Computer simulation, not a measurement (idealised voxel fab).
Process module name: voxel self aligned vias
In the cross-section labelled cut, the width is 190 nm and each square cell is 5 nm.
Square cells in a grid make up a cross-section in this document, and the grid is given as bands, listed from the top down, each one or more rows of cells. A band entry consists of two parts. The first gives the height of the band's top and the height of its bottom, in nm. The rest lists the band's materials from left to right, each with its width in nm. A single material labelled with the word "throughout" fills the band from edge to edge, and the word "blank" marks empty space. Counting heights begins at 0, where everything beneath is, in the wafer as received, one material. The lowest band has no bottom; it goes on downwards, as "z 0 and below" shows. So if you see something like "30 to 40" for the width, read it as the top row of the band sitting at the first number and the bottom row at the second, with every row in between moving by the same amount as the last. The cross-section has no changed cell in any step marked "stayed the same". The entry titled "Enclosed voids" provides the empty spaces that have no open way to the top, restricted to those of 8 cells or more. Each is presented as width x height at distance, the distance being measured from the left edge, with all three in nm. Step line, after settings: the simulator's comment on this step. "overlay nm" answers the question of how far to the right of plan the mask lay on a step that has a mask, and when it is negative the answer is to the left.

Steps planned for the process
1,RECEIVE with material Si
2,CONFORMAL_DEP with material SiO2, thk nm 10
3,CONFORMAL_DEP with material SiCN, thk nm 5
4,DIRECTIONAL_DEP with material lowk, thk nm 20
5,PATTERN with tone open, mask id LINES, material resist, width nm 25, pitch nm 65, thk nm 20, overlay nm 0
6,DIRECTIONAL_ETCH with etch materials lowk, depth nm 20
7,STRIP with etch materials resist
8,CONFORMAL_DEP with material TiN, thk nm 5
9,FILL_DEP with material Ru, thk nm 10
10,CMP with height nm 35
11,SELECTIVE_ETCH with etch materials W Ru TiN, depth nm 5
12,FILL_DEP with material SiN, thk nm 5
13,CMP with height nm 35
14,DIRECTIONAL_DEP with material lowk, thk nm 20
15,MASKED_ETCH with tone open, mask id VIAS, width nm 35, etch materials lowk, depth nm 20, overlay nm 0
16,MASKED_ETCH with tone open, mask id VIAS, width nm 35, etch materials SiN, depth nm 5, overlay nm 0
17,CONFORMAL_DEP with material TiN, thk nm 5
18,FILL_DEP with material Ru, thk nm 5
19,CMP with height nm 55
20,CONFORMAL_DEP with material SiCN, thk nm 5

First of the two wafers, run per plan

Cross-section: wafer on arrival = after step 1
* z 0 and below | Si throughout
* Enclosed voids: none

Cross-sectional representation of the wafer at the conclusion of step 2
* z 10 to 0 | SiO2 throughout
* For the remainder of the cross-section, below 0, there is no change.

Cross-sectional representation of the wafer at the conclusion of step 3
* z 15 to 10 | SiCN throughout
* For the remainder of the cross-section, below 10, there is no change.

Cross-sectional representation of the wafer at the conclusion of step 4
* z 35 to 15 | lowk throughout
* For the remainder of the cross-section, below 15, there is no change.

Cross-sectional representation of the wafer at the conclusion of step 5
* z 55 to 35 | resist: 50, then blank: 25, then resist: 40, then blank: 25, then resist: 50
* For the remainder of the cross-section, below 35, there is no change.

Cross-sectional representation of the wafer at the conclusion of step 6
* z 55 to 35 | resist: 50, then blank: 25, then resist: 40, then blank: 25, then resist: 50
* z 35 to 15 | lowk: 50, then blank: 25, then lowk: 40, then blank: 25, then lowk: 50
* For the remainder of the cross-section, below 15, there is no change.

Cross-sectional representation of the wafer at the conclusion of step 7
* z 35 to 15 | lowk: 50, then blank: 25, then lowk: 40, then blank: 25, then lowk: 50
* For the remainder of the cross-section, below 15, there is no change.

Cross-sectional representation of the wafer at the conclusion of step 8
* z 40 to 35 | TiN: 55, then blank: 15, then TiN: 50, then blank: 15, then TiN: 55
* z 35 to 20 | lowk: 50, then TiN: 5, then blank: 15, then TiN: 5, then lowk: 40, then TiN: 5, then blank: 15, then TiN: 5, then lowk: 50
* z 20 to 15 | lowk: 50, then TiN: 25, then lowk: 40, then TiN: 25, then lowk: 50
* For the remainder of the cross-section, below 15, there is no change.

Cross-sectional representation of the wafer at the conclusion of step 9
* z 50 to 40 | Ru throughout
* z 40 to 35 | TiN: 55, then Ru: 15, then TiN: 50, then Ru: 15, then TiN: 55
* z 35 to 20 | lowk: 50, then TiN: 5, then Ru: 15, then TiN: 5, then lowk: 40, then TiN: 5, then Ru: 15, then TiN: 5, then lowk: 50
* For the remainder of the cross-section, below 20, there is no change.

Cross-sectional representation of the wafer at the conclusion of step 10
* z 35 to 20 | lowk: 50, then TiN: 5, then Ru: 15, then TiN: 5, then lowk: 40, then TiN: 5, then Ru: 15, then TiN: 5, then lowk: 50
* For the remainder of the cross-section, below 20, there is no change.

Cross-sectional representation of the wafer at the conclusion of step 11
* z 35 to 30 | lowk: 50, then blank: 25, then lowk: 40, then blank: 25, then lowk: 50
* For the remainder of the cross-section, below 30, there is no change.

Cross-sectional representation of the wafer at the conclusion of step 12
* z 40 to 35 | SiN throughout
* z 35 to 30 | lowk: 50, then SiN: 25, then lowk: 40, then SiN: 25, then lowk: 50
* For the remainder of the cross-section, below 30, there is no change.

Cross-sectional representation of the wafer at the conclusion of step 13
* z 35 to 30 | lowk: 50, then SiN: 25, then lowk: 40, then SiN: 25, then lowk: 50
* For the remainder of the cross-section, below 30, there is no change.

Cross-sectional representation of the wafer at the conclusion of step 14
* z 55 to 35 | lowk throughout
* For the remainder of the cross-section, below 35, there is no change.

Cross-sectional representation of the wafer at the conclusion of step 15
* z 55 to 35 | lowk: 45, then blank: 35, then lowk: 110
* For the remainder of the cross-section, below 35, there is no change.

Cross-sectional representation of the wafer at the conclusion of step 16
* z 55 to 35 | lowk: 45, then blank: 35, then lowk: 110
* z 35 to 30 | lowk: 50, then blank: 25, then lowk: 40, then SiN: 25, then lowk: 50
* For the remainder of the cross-section, below 30, there is no change.

Cross-sectional representation of the wafer at the conclusion of step 17
* z 60 to 55 | TiN: 50, then blank: 25, then TiN: 115
* z 55 to 40 | lowk: 45, then TiN: 5, then blank: 25, then TiN: 5, then lowk: 110
* z 40 to 35 | lowk: 45, then TiN: 10, then blank: 15, then TiN: 10, then lowk: 110
* z 35 to 30 | lowk: 50, then TiN: 25, then lowk: 40, then SiN: 25, then lowk: 50
* For the remainder of the cross-section, below 30, there is no change.

Cross-sectional representation of the wafer at the conclusion of step 18
* z 65 to 60 | Ru throughout
* z 60 to 55 | TiN: 50, then Ru: 25, then TiN: 115
* z 55 to 40 | lowk: 45, then TiN: 5, then Ru: 25, then TiN: 5, then lowk: 110
* z 40 to 35 | lowk: 45, then TiN: 10, then Ru: 15, then TiN: 10, then lowk: 110
* For the remainder of the cross-section, below 35, there is no change.

Cross-sectional representation of the wafer at the conclusion of step 19
* z 55 to 40 | lowk: 45, then TiN: 5, then Ru: 25, then TiN: 5, then lowk: 110
* For the remainder of the cross-section, below 40, there is no change.

Cross-sectional representation of the wafer at the conclusion of step 20
* z 60 to 55 | SiCN throughout
* For the remainder of the cross-section, below 55, there is no change.

Second wafer - shared start and plan with the first - one error in running - same as the first up to step 2 inclusive

Cross-section, second wafer, at the end time the plan gives for step 3
* z 25 to 10 | SiCN throughout
* For the remainder of the cross-section, below 10, there is no change.

Cross-section, second wafer, at the end time the plan gives for step 4
* z 45 to 25 | lowk throughout
* For the remainder of the cross-section, below 25, there is no change.

Cross-section, second wafer, at the end time the plan gives for step 5
* z 65 to 45 | resist: 50, then blank: 25, then resist: 40, then blank: 25, then resist: 50
* For the remainder of the cross-section, below 45, there is no change.

Cross-section, second wafer, at the end time the plan gives for step 6
* z 65 to 45 | resist: 50, then blank: 25, then resist: 40, then blank: 25, then resist: 50
* z 45 to 25 | lowk: 50, then blank: 25, then lowk: 40, then blank: 25, then lowk: 50
* For the remainder of the cross-section, below 25, there is no change.

Cross-section, second wafer, at the end time the plan gives for step 7
* z 45 to 25 | lowk: 50, then blank: 25, then lowk: 40, then blank: 25, then lowk: 50
* For the remainder of the cross-section, below 25, there is no change.

Cross-section, second wafer, at the end time the plan gives for step 8
* z 50 to 45 | TiN: 55, then blank: 15, then TiN: 50, then blank: 15, then TiN: 55
* z 45 to 30 | lowk: 50, then TiN: 5, then blank: 15, then TiN: 5, then lowk: 40, then TiN: 5, then blank: 15, then TiN: 5, then lowk: 50
* z 30 to 25 | lowk: 50, then TiN: 25, then lowk: 40, then TiN: 25, then lowk: 50
* For the remainder of the cross-section, below 25, there is no change.

Cross-section, second wafer, at the end time the plan gives for step 9
* z 60 to 50 | Ru throughout
* z 50 to 45 | TiN: 55, then Ru: 15, then TiN: 50, then Ru: 15, then TiN: 55
* z 45 to 30 | lowk: 50, then TiN: 5, then Ru: 15, then TiN: 5, then lowk: 40, then TiN: 5, then Ru: 15, then TiN: 5, then lowk: 50
* For the remainder of the cross-section, below 30, there is no change.

Cross-section, second wafer, at the end time the plan gives for step 10
* z 35 to 30 | lowk: 50, then TiN: 5, then Ru: 15, then TiN: 5, then lowk: 40, then TiN: 5, then Ru: 15, then TiN: 5, then lowk: 50
* For the remainder of the cross-section, below 30, there is no change.

Cross-section, second wafer, at the end time the plan gives for step 11
* z 35 to 30 | lowk: 50, then blank: 25, then lowk: 40, then blank: 25, then lowk: 50
* For the remainder of the cross-section, below 30, there is no change.

Cross-section, second wafer, at the end time the plan gives for step 12
* z 40 to 35 | SiN throughout
* z 35 to 30 | lowk: 50, then SiN: 25, then lowk: 40, then SiN: 25, then lowk: 50
* For the remainder of the cross-section, below 30, there is no change.

Cross-section, second wafer, at the end time the plan gives for step 13
* z 35 to 30 | lowk: 50, then SiN: 25, then lowk: 40, then SiN: 25, then lowk: 50
* For the remainder of the cross-section, below 30, there is no change.

Cross-section, second wafer, at the end time the plan gives for step 14
* z 55 to 35 | lowk throughout
* For the remainder of the cross-section, below 35, there is no change.

Cross-section, second wafer, at the end time the plan gives for step 15
* z 55 to 35 | lowk: 45, then blank: 35, then lowk: 110
* For the remainder of the cross-section, below 35, there is no change.

Cross-section, second wafer, at the end time the plan gives for step 16
* z 55 to 35 | lowk: 45, then blank: 35, then lowk: 110
* z 35 to 30 | lowk: 50, then blank: 25, then lowk: 40, then SiN: 25, then lowk: 50
* For the remainder of the cross-section, below 30, there is no change.

Cross-section, second wafer, at the end time the plan gives for step 17
* z 60 to 55 | TiN: 50, then blank: 25, then TiN: 115
* z 55 to 40 | lowk: 45, then TiN: 5, then blank: 25, then TiN: 5, then lowk: 110
* z 40 to 35 | lowk: 45, then TiN: 10, then blank: 15, then TiN: 10, then lowk: 110
* z 35 to 30 | lowk: 50, then TiN: 25, then lowk: 40, then SiN: 25, then lowk: 50
* For the remainder of the cross-section, below 30, there is no change.

Cross-section, second wafer, at the end time the plan gives for step 18
* z 65 to 60 | Ru throughout
* z 60 to 55 | TiN: 50, then Ru: 25, then TiN: 115
* z 55 to 40 | lowk: 45, then TiN: 5, then Ru: 25, then TiN: 5, then lowk: 110
* z 40 to 35 | lowk: 45, then TiN: 10, then Ru: 15, then TiN: 10, then lowk: 110
* For the remainder of the cross-section, below 35, there is no change.

Cross-section, second wafer, at the end time the plan gives for step 19
* z 55 to 40 | lowk: 45, then TiN: 5, then Ru: 25, then TiN: 5, then lowk: 110
* For the remainder of the cross-section, below 40, there is no change.

Cross-section, second wafer, at the end time the plan gives for step 20
* z 60 to 55 | SiCN throughout
* For the remainder of the cross-section, below 55, there is no change.
Here's what went sideways: step 3: run off-plan, actual operation and settings CONFORMAL_DEP with material SiCN, thk nm 15
In the final state, the cell counts of the second wafer exceed or fall short of those of the first for the following materials: Ru: 12 fewer | SiCN: 76 more | TiN: 8 fewer | lowk: 56 fewer
